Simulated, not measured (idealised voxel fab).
Herein follows the process module entitled voxel wiring stack.
Section shown: cut. Width: 235 nm. Cell size: 5 nm, square.
The cross-sections in this document take the form of a grid made of square cells. They are written out as bands, in order from top to bottom. Each band consists of one or more rows of cells.
Band: top height; bottom height; in nm. Then, left to right: material with width in nm, for each material. "all across": a single material spanning edge to edge. "empty": empty space.
For the purposes of this specification, 0 denotes the height below which the wafer in its as-received condition is composed wholly of one material, and the lowermost band, lacking a lower limit, extends downward without end, as expressed in "0 -> down".
Width: "30..40" (first number = top row, second number = bottom row, same change from row to row of cells).
"nothing altered" for a step: no cell of the cross-section changed in that step.
The list in "Enclosed void catalog" covers empty spaces of 8 cells or more that cannot reach the top through any open way, and it gives each as width x height at distance; the distance is from the left edge, and width, height and distance are in nm.
On each step's line, the part that comes after the settings is the simulator's own comment on the step.
"overlay nm" on a masked step: distance the mask lay right of its planned place, negative for left.
-- Process steps - plan
1 RECEIVE with material Si
2 CONFORMAL_DEP with material SiO2, thk nm 10
3 DIRECTIONAL_DEP with material TiN, thk nm 5
4 DIRECTIONAL_DEP with material W, thk nm 15
5 PATTERN with tone cover, mask id METAL_1, material resist, width nm 25, pitch nm 45, thk nm 20, overlay nm 0
6 DIRECTIONAL_ETCH with etch materials W, depth nm 15
7 DIRECTIONAL_ETCH with etch materials TiN, depth nm 5
8 STRIP with etch materials resist
9 CONFORMAL_DEP with material SiCN, thk nm 5
10 FILL_DEP with material SiO2, thk nm 5
11 CMP with height nm 30
12 CONFORMAL_DEP with material SiCN, thk nm 5
13 DIRECTIONAL_DEP with material lowk, thk nm 15
14 PATTERN with tone open, mask id PLUG_1, material resist, width nm 15, thk nm 20, overlay nm 0
15 DIRECTIONAL_ETCH with etch materials lowk, depth nm 15
16 DIRECTIONAL_ETCH with etch materials SiCN, depth nm 5
17 STRIP with etch materials resist
18 EPI with material Ru, thk nm 10
19 EPI with material Ru, thk nm 10
20 CONFORMAL_DEP with material SiN, thk nm 5
21 DIRECTIONAL_DEP with material SiO2, thk nm 25
22 PATTERN with tone open, mask id METAL_2, material resist, width nm 25, pitch nm 45, thk nm 20, overlay nm 0
23 DIRECTIONAL_ETCH with etch materials SiO2, depth nm 25
24 DIRECTIONAL_ETCH with etch materials SiN, depth nm 5
25 STRIP with etch materials resist
26 CONFORMAL_DEP with material TiN, thk nm 5
27 FILL_DEP with material Cu, thk nm 10
28 CMP with height nm 80
29 CONFORMAL_DEP with material SiCN, thk nm 5
30 DIRECTIONAL_DEP with material lowk, thk nm 10
31 PATTERN with tone open, mask id PLUG_2, material resist, width nm 15, pitch nm 45, thk nm 20, overlay nm 0
32 DIRECTIONAL_ETCH with etch materials lowk, depth nm 10
33 DIRECTIONAL_ETCH with etch materials SiCN, depth nm 5
34 STRIP with etch materials resist
35 EPI with material Ru, thk nm 10
36 EPI with material Ru, thk nm 5
37 DIRECTIONAL_DEP with material TiN, thk nm 5
38 DIRECTIONAL_DEP with material Ru, thk nm 15
39 DIRECTIONAL_DEP with material aC, thk nm 10
40 PATTERN with tone cover, mask id METAL_3, material resist, width nm 25, pitch nm 45, thk nm 25, overlay nm 0
41 DIRECTIONAL_ETCH with etch materials aC, depth nm 10
42 STRIP with etch materials resist
43 DIRECTIONAL_ETCH with etch materials Ru, depth nm 15
44 DIRECTIONAL_ETCH with etch materials TiN, depth nm 5
45 STRIP with etch materials aC
46 CONFORMAL_DEP with material SiN, thk nm 5
47 FILL_DEP with material lowk, thk nm 10
48 CMP with height nm 115
49 CONFORMAL_DEP with material SiCN, thk nm 5
50 DIRECTIONAL_DEP with material SiO2, thk nm 25
51 DIRECTIONAL_DEP with material aC, thk nm 10
52 PATTERN with tone open, mask id METAL_4_HOLES, material resist, width nm 15, pitch nm 45, thk nm 25, overlay nm 0
53 DIRECTIONAL_ETCH with etch materials aC, depth nm 10
54 STRIP with etch materials resist
55 DIRECTIONAL_ETCH with etch materials SiO2, depth nm 25
56 STRIP with etch materials aC
57 MASKED_ETCH with tone open, mask id METAL_4, width nm 25, pitch nm 45, etch materials SiO2, depth nm 15, overlay nm 0
58 MASKED_ETCH with tone open, mask id METAL_4, width nm 25, pitch nm 45, etch materials SiCN, depth nm 5, overlay nm 0
59 CONFORMAL_DEP with material TiN, thk nm 5
60 FILL_DEP with material Cu, thk nm 5
61 CMP with height nm 145
62 CONFORMAL_DEP with material SiN, thk nm 5
-- First of the two wafers, run per plan
-- Incoming wafer, cross-sectional view, post step 1
- 0 -> down  Si all across
- Enclosed void catalog: none
-- Cross-section of the wafer subsequent to step 2
- 10 -> 0  SiO2 all across
- Rest of section, below 0: as before.
-- Cross-section of the wafer subsequent to step 3
- 15 -> 10  TiN all across
- Rest of section, below 10: as before.
-- Cross-section of the wafer subsequent to step 4
- 30 -> 15  W all across
- Rest of section, below 15: as before.
-- Cross-section of the wafer subsequent to step 5
- 50 -> 30  empty 80 nm  resist 25 nm  empty 20 nm  resist 25 nm  empty 85 nm
- Rest of section, below 30: as before.
-- Cross-section of the wafer subsequent to step 6
- 50 -> 30  empty 80 nm  resist 25 nm  empty 20 nm  resist 25 nm  empty 85 nm
- 30 -> 15  empty 80 nm  W 25 nm  empty 20 nm  W 25 nm  empty 85 nm
- Rest of section, below 15: as before.
-- Cross-section of the wafer subsequent to step 7
- 50 -> 30  empty 80 nm  resist 25 nm  empty 20 nm  resist 25 nm  empty 85 nm
- 30 -> 15  empty 80 nm  W 25 nm  empty 20 nm  W 25 nm  empty 85 nm
- 15 -> 10  empty 80 nm  TiN 25 nm  empty 20 nm  TiN 25 nm  empty 85 nm
- Rest of section, below 10: as before.
-- Cross-section of the wafer subsequent to step 8
- 30 -> 15  empty 80 nm  W 25 nm  empty 20 nm  W 25 nm  empty 85 nm
- Rest of section, below 15: as before.
-- Cross-section of the wafer subsequent to step 9
- 35 -> 30  empty 75 nm  SiCN 35 nm  empty 10 nm  SiCN 35 nm  empty 80 nm
- 30 -> 15  empty 75 nm  SiCN 5 nm  W 25 nm  SiCN 5 nm  empty 10 nm  SiCN 5 nm  W 25 nm  SiCN 5 nm  empty 80 nm
- 15 -> 10  SiCN 80 nm  TiN 25 nm  SiCN 20 nm  TiN 25 nm  SiCN 85 nm
- Rest of section, below 10: as before.
-- Cross-section of the wafer subsequent to step 10
- 40 -> 35  SiO2 all across
- 35 -> 30  SiO2 75 nm  SiCN 35 nm  SiO2 10 nm  SiCN 35 nm  SiO2 80 nm
- 30 -> 15  SiO2 75 nm  SiCN 5 nm  W 25 nm  SiCN 5 nm  SiO2 10 nm  SiCN 5 nm  W 25 nm  SiCN 5 nm  SiO2 80 nm
- Rest of section, below 15: as before.
-- Cross-section of the wafer subsequent to step 11
- 30 -> 15  SiO2 75 nm  SiCN 5 nm  W 25 nm  SiCN 5 nm  SiO2 10 nm  SiCN 5 nm  W 25 nm  SiCN 5 nm  SiO2 80 nm
- Rest of section, below 15: as before.
-- Cross-section of the wafer subsequent to step 12
- 35 -> 30  SiCN all across
- Rest of section, below 30: as before.
-- Cross-section of the wafer subsequent to step 13
- 50 -> 35  lowk all across
- Rest of section, below 35: as before.
-- Cross-section of the wafer subsequent to step 14
- 70 -> 50  resist 80 nm  empty 15 nm  resist 140 nm
- Rest of section, below 50: as before.
-- Cross-section of the wafer subsequent to step 15
- 70 -> 50  resist 80 nm  empty 15 nm  resist 140 nm
- 50 -> 35  lowk 80 nm  empty 15 nm  lowk 140 nm
- Rest of section, below 35: as before.
-- Cross-section of the wafer subsequent to step 16
- 70 -> 50  resist 80 nm  empty 15 nm  resist 140 nm
- 50 -> 35  lowk 80 nm  empty 15 nm  lowk 140 nm
- 35 -> 30  SiCN 80 nm  empty 15 nm  SiCN 140 nm
- Rest of section, below 30: as before.
-- Cross-section of the wafer subsequent to step 17
- 50 -> 35  lowk 80 nm  empty 15 nm  lowk 140 nm
- Rest of section, below 35: as before.
-- Cross-section of the wafer subsequent to step 18
- 50 -> 40  lowk 80 nm  empty 15 nm  lowk 140 nm
- 40 -> 35  lowk 80 nm  Ru 15 nm  lowk 140 nm
- 35 -> 30  SiCN 80 nm  Ru 15 nm  SiCN 140 nm
- Rest of section, below 30: as before.
-- Cross-section of the wafer subsequent to step 19
- 50 -> 35  lowk 80 nm  Ru 15 nm  lowk 140 nm
- Rest of section, below 35: as before.
-- Cross-section of the wafer subsequent to step 20
- 55 -> 50  SiN all across
- Rest of section, below 50: as before.
-- Cross-section of the wafer subsequent to step 21
- 80 -> 55  SiO2 all across
- Rest of section, below 55: as before.
-- Cross-section of the wafer subsequent to step 22
- 100 -> 80  resist 80 nm  empty 25 nm  resist 20 nm  empty 25 nm  resist 85 nm
- Rest of section, below 80: as before.
-- Cross-section of the wafer subsequent to step 23
- 100 -> 80  resist 80 nm  empty 25 nm  resist 20 nm  empty 25 nm  resist 85 nm
- 80 -> 55  SiO2 80 nm  empty 25 nm  SiO2 20 nm  empty 25 nm  SiO2 85 nm
- Rest of section, below 55: as before.
-- Cross-section of the wafer subsequent to step 24
- 100 -> 80  resist 80 nm  empty 25 nm  resist 20 nm  empty 25 nm  resist 85 nm
- 80 -> 55  SiO2 80 nm  empty 25 nm  SiO2 20 nm  empty 25 nm  SiO2 85 nm
- 55 -> 50  SiN 80 nm  empty 25 nm  SiN 20 nm  empty 25 nm  SiN 85 nm
- Rest of section, below 50: as before.
-- Cross-section of the wafer subsequent to step 25
- 80 -> 55  SiO2 80 nm  empty 25 nm  SiO2 20 nm  empty 25 nm  SiO2 85 nm
- Rest of section, below 55: as before.
-- Cross-section of the wafer subsequent to step 26
- 85 -> 80  TiN 85 nm  empty 15 nm  TiN 30 nm  empty 15 nm  TiN 90 nm
- 80 -> 55  SiO2 80 nm  TiN 5 nm  empty 15 nm  TiN 5 nm  SiO2 20 nm  TiN 5 nm  empty 15 nm  TiN 5 nm  SiO2 85 nm
- 55 -> 50  SiN 80 nm  TiN 25 nm  SiN 20 nm  TiN 25 nm  SiN 85 nm
- Rest of section, below 50: as before.
-- Cross-section of the wafer subsequent to step 27
- 95 -> 85  Cu all across
- 85 -> 80  TiN 85 nm  Cu 15 nm  TiN 30 nm  Cu 15 nm  TiN 90 nm
- 80 -> 55  SiO2 80 nm  TiN 5 nm  Cu 15 nm  TiN 5 nm  SiO2 20 nm  TiN 5 nm  Cu 15 nm  TiN 5 nm  SiO2 85 nm
- Rest of section, below 55: as before.
-- Cross-section of the wafer subsequent to step 28
- 80 -> 55  SiO2 80 nm  TiN 5 nm  Cu 15 nm  TiN 5 nm  SiO2 20 nm  TiN 5 nm  Cu 15 nm  TiN 5 nm  SiO2 85 nm
- Rest of section, below 55: as before.
-- Cross-section of the wafer subsequent to step 29
- 85 -> 80  SiCN all across
- Rest of section, below 80: as before.
-- Cross-section of the wafer subsequent to step 30
- 95 -> 85  lowk all across
- Rest of section, below 85: as before.
-- Cross-section of the wafer subsequent to step 31
- 115 -> 95  resist 80 nm  empty 15 nm  resist 30 nm  empty 15 nm  resist 95 nm
- Rest of section, below 95: as before.
-- Cross-section of the wafer subsequent to step 32
- 115 -> 95  resist 80 nm  empty 15 nm  resist 30 nm  empty 15 nm  resist 95 nm
- 95 -> 85  lowk 80 nm  empty 15 nm  lowk 30 nm  empty 15 nm  lowk 95 nm
- Rest of section, below 85: as before.
-- Cross-section of the wafer subsequent to step 33
- 115 -> 95  resist 80 nm  empty 15 nm  resist 30 nm  empty 15 nm  resist 95 nm
- 95 -> 85  lowk 80 nm  empty 15 nm  lowk 30 nm  empty 15 nm  lowk 95 nm
- 85 -> 80  SiCN 80 nm  empty 15 nm  SiCN 30 nm  empty 15 nm  SiCN 95 nm
- Rest of section, below 80: as before.
-- Cross-section of the wafer subsequent to step 34
- 95 -> 85  lowk 80 nm  empty 15 nm  lowk 30 nm  empty 15 nm  lowk 95 nm
- Rest of section, below 85: as before.
-- Cross-section of the wafer subsequent to step 35
- 95 -> 90  lowk 80 nm  empty 15 nm  lowk 30 nm  empty 15 nm  lowk 95 nm
- 90 -> 85  lowk 80 nm  Ru 15 nm  lowk 30 nm  Ru 15 nm  lowk 95 nm
- 85 -> 80  SiCN 80 nm  Ru 15 nm  SiCN 30 nm  Ru 15 nm  SiCN 95 nm
- Rest of section, below 80: as before.
-- Cross-section of the wafer subsequent to step 36
- 95 -> 85  lowk 80 nm  Ru 15 nm  lowk 30 nm  Ru 15 nm  lowk 95 nm
- Rest of section, below 85: as before.
-- Cross-section of the wafer subsequent to step 37
- 100 -> 95  TiN all across
- Rest of section, below 95: as before.
-- Cross-section of the wafer subsequent to step 38
- 115 -> 100  Ru all across
- Rest of section, below 100: as before.
-- Cross-section of the wafer subsequent to step 39
- 125 -> 115  aC all across
- Rest of section, below 115: as before.
-- Cross-section of the wafer subsequent to step 40
- 150 -> 125  empty 80 nm  resist 25 nm  empty 20 nm  resist 25 nm  empty 85 nm
- Rest of section, below 125: as before.
-- Cross-section of the wafer subsequent to step 41
- 140 -> 125  empty 80 nm  resist 25 nm  empty 20 nm  resist 25 nm  empty 85 nm
- 125 -> 115  empty 80 nm  aC 25 nm  empty 20 nm  aC 25 nm  empty 85 nm
- Rest of section, below 115: as before.
-- Cross-section of the wafer subsequent to step 42
- 125 -> 115  empty 80 nm  aC 25 nm  empty 20 nm  aC 25 nm  empty 85 nm
- Rest of section, below 115: as before.
-- Cross-section of the wafer subsequent to step 43
- 125 -> 115  empty 80 nm  aC 25 nm  empty 20 nm  aC 25 nm  empty 85 nm
- 115 -> 100  empty 80 nm  Ru 25 nm  empty 20 nm  Ru 25 nm  empty 85 nm
- Rest of section, below 100: as before.
-- Cross-section of the wafer subsequent to step 44
- 125 -> 115  empty 80 nm  aC 25 nm  empty 20 nm  aC 25 nm  empty 85 nm
- 115 -> 100  empty 80 nm  Ru 25 nm  empty 20 nm  Ru 25 nm  empty 85 nm
- 100 -> 95  empty 80 nm  TiN 25 nm  empty 20 nm  TiN 25 nm  empty 85 nm
- Rest of section, below 95: as before.
-- Cross-section of the wafer subsequent to step 45
- 115 -> 100  empty 80 nm  Ru 25 nm  empty 20 nm  Ru 25 nm  empty 85 nm
- Rest of section, below 100: as before.
-- Cross-section of the wafer subsequent to step 46
- 120 -> 115  empty 75 nm  SiN 35 nm  empty 10 nm  SiN 35 nm  empty 80 nm
- 115 -> 100  empty 75 nm  SiN 5 nm  Ru 25 nm  SiN 5 nm  empty 10 nm  SiN 5 nm  Ru 25 nm  SiN 5 nm  empty 80 nm
- 100 -> 95  SiN 80 nm  TiN 25 nm  SiN 20 nm  TiN 25 nm  SiN 85 nm
- Rest of section, below 95: as before.
-- Cross-section of the wafer subsequent to step 47
- 130 -> 120  lowk all across
- 120 -> 115  lowk 75 nm  SiN 35 nm  lowk 10 nm  SiN 35 nm  lowk 80 nm
- 115 -> 100  lowk 75 nm  SiN 5 nm  Ru 25 nm  SiN 5 nm  lowk 10 nm  SiN 5 nm  Ru 25 nm  SiN 5 nm  lowk 80 nm
- Rest of section, below 100: as before.
-- Cross-section of the wafer subsequent to step 48
- 115 -> 100  lowk 75 nm  SiN 5 nm  Ru 25 nm  SiN 5 nm  lowk 10 nm  SiN 5 nm  Ru 25 nm  SiN 5 nm  lowk 80 nm
- Rest of section, below 100: as before.
-- Cross-section of the wafer subsequent to step 49
- 120 -> 115  SiCN all across
- Rest of section, below 115: as before.
-- Cross-section of the wafer subsequent to step 50
- 145 -> 120  SiO2 all across
- Rest of section, below 120: as before.
-- Cross-section of the wafer subsequent to step 51
- 155 -> 145  aC all across
- Rest of section, below 145: as before.
-- Cross-section of the wafer subsequent to step 52
- 180 -> 155  resist 80 nm  empty 15 nm  resist 30 nm  empty 15 nm  resist 95 nm
- Rest of section, below 155: as before.
-- Cross-section of the wafer subsequent to step 53
- 170 -> 155  resist 80 nm  empty 15 nm  resist 30 nm  empty 15 nm  resist 95 nm
- 155 -> 145  aC 80 nm  empty 15 nm  aC 30 nm  empty 15 nm  aC 95 nm
- Rest of section, below 145: as before.
-- Cross-section of the wafer subsequent to step 54
- 155 -> 145  aC 80 nm  empty 15 nm  aC 30 nm  empty 15 nm  aC 95 nm
- Rest of section, below 145: as before.
-- Cross-section of the wafer subsequent to step 55
- 155 -> 145  aC 80 nm  empty 15 nm  aC 30 nm  empty 15 nm  aC 95 nm
- 145 -> 120  SiO2 80 nm  empty 15 nm  SiO2 30 nm  empty 15 nm  SiO2 95 nm
- Rest of section, below 120: as before.
-- Cross-section of the wafer subsequent to step 56
- 145 -> 120  SiO2 80 nm  empty 15 nm  SiO2 30 nm  empty 15 nm  SiO2 95 nm
- Rest of section, below 120: as before.
-- Cross-section of the wafer subsequent to step 57
- 145 -> 130  SiO2 80 nm  empty 25 nm  SiO2 20 nm  empty 25 nm  SiO2 85 nm
- Rest of section, below 130: as before.
-- Cross-section of the wafer subsequent to step 58
- 145 -> 130  SiO2 80 nm  empty 25 nm  SiO2 20 nm  empty 25 nm  SiO2 85 nm
- 130 -> 120  SiO2 80 nm  empty 15 nm  SiO2 30 nm  empty 15 nm  SiO2 95 nm
- 120 -> 115  SiCN 80 nm  empty 15 nm  SiCN 30 nm  empty 15 nm  SiCN 95 nm
- Rest of section, below 115: as before.
-- Cross-section of the wafer subsequent to step 59
- 150 -> 145  TiN 85 nm  empty 15 nm  TiN 30 nm  empty 15 nm  TiN 90 nm
- 145 -> 135  SiO2 80 nm  TiN 5 nm  empty 15 nm  TiN 5 nm  SiO2 20 nm  TiN 5 nm  empty 15 nm  TiN 5 nm  SiO2 85 nm
- 135 -> 130  SiO2 80 nm  TiN 5 nm  empty 5 nm  TiN 15 nm  SiO2 20 nm  TiN 5 nm  empty 5 nm  TiN 15 nm  SiO2 85 nm
- 130 -> 120  SiO2 80 nm  TiN 5 nm  empty 5 nm  TiN 5 nm  SiO2 30 nm  TiN 5 nm  empty 5 nm  TiN 5 nm  SiO2 95 nm
- 120 -> 115  SiCN 80 nm  TiN 15 nm  SiCN 30 nm  TiN 15 nm  SiCN 95 nm
- Rest of section, below 115: as before.
-- Cross-section of the wafer subsequent to step 60
- 155 -> 150  Cu all across
- 150 -> 145  TiN 85 nm  Cu 15 nm  TiN 30 nm  Cu 15 nm  TiN 90 nm
- 145 -> 135  SiO2 80 nm  TiN 5 nm  Cu 15 nm  TiN 5 nm  SiO2 20 nm  TiN 5 nm  Cu 15 nm  TiN 5 nm  SiO2 85 nm
- 135 -> 130  SiO2 80 nm  TiN 5 nm  Cu 5 nm  TiN 15 nm  SiO2 20 nm  TiN 5 nm  Cu 5 nm  TiN 15 nm  SiO2 85 nm
- 130 -> 120  SiO2 80 nm  TiN 5 nm  Cu 5 nm  TiN 5 nm  SiO2 30 nm  TiN 5 nm  Cu 5 nm  TiN 5 nm  SiO2 95 nm
- Rest of section, below 120: as before.
-- Cross-section of the wafer subsequent to step 61
- 145 -> 135  SiO2 80 nm  TiN 5 nm  Cu 15 nm  TiN 5 nm  SiO2 20 nm  TiN 5 nm  Cu 15 nm  TiN 5 nm  SiO2 85 nm
- Rest of section, below 135: as before.
-- Cross-section of the wafer subsequent to step 62
- 150 -> 145  SiN all across
- Rest of section, below 145: as before.
-- For the second wafer, take the first wafer's start and plan, then add one mistake made in running it; everything through step 59, that step included, is shared with the first
-- The second wafer cut through, at the time step 60 was supposed to be finished
- 155 -> 150  SiN all across
- 150 -> 145  TiN 85 nm  SiN 15 nm  TiN 30 nm  SiN 15 nm  TiN 90 nm
- 145 -> 135  SiO2 80 nm  TiN 5 nm  SiN 15 nm  TiN 5 nm  SiO2 20 nm  TiN 5 nm  SiN 15 nm  TiN 5 nm  SiO2 85 nm
- 135 -> 130  SiO2 80 nm  TiN 5 nm  SiN 5 nm  TiN 15 nm  SiO2 20 nm  TiN 5 nm  SiN 5 nm  TiN 15 nm  SiO2 85 nm
- 130 -> 120  SiO2 80 nm  TiN 5 nm  SiN 5 nm  TiN 5 nm  SiO2 30 nm  TiN 5 nm  SiN 5 nm  TiN 5 nm  SiO2 95 nm
- Rest of section, below 120: as before.
-- The second wafer cut through, at the time step 61 was supposed to be finished
- 145 -> 135  SiO2 80 nm  TiN 5 nm  SiN 15 nm  TiN 5 nm  SiO2 20 nm  TiN 5 nm  SiN 15 nm  TiN 5 nm  SiO2 85 nm
- Rest of section, below 135: as before.
-- The second wafer cut through, at the time step 62 was supposed to be finished
- 150 -> 145  SiN all across
- Rest of section, below 145: as before.
Short version of what went wrong: step 60 was processed under conditions differing from the plan, specifically as FILL_DEP with material SiN, thk nm 5
Final difference in cells, second wafer against first, listed per material as more or fewer: Cu -18, SiN +18
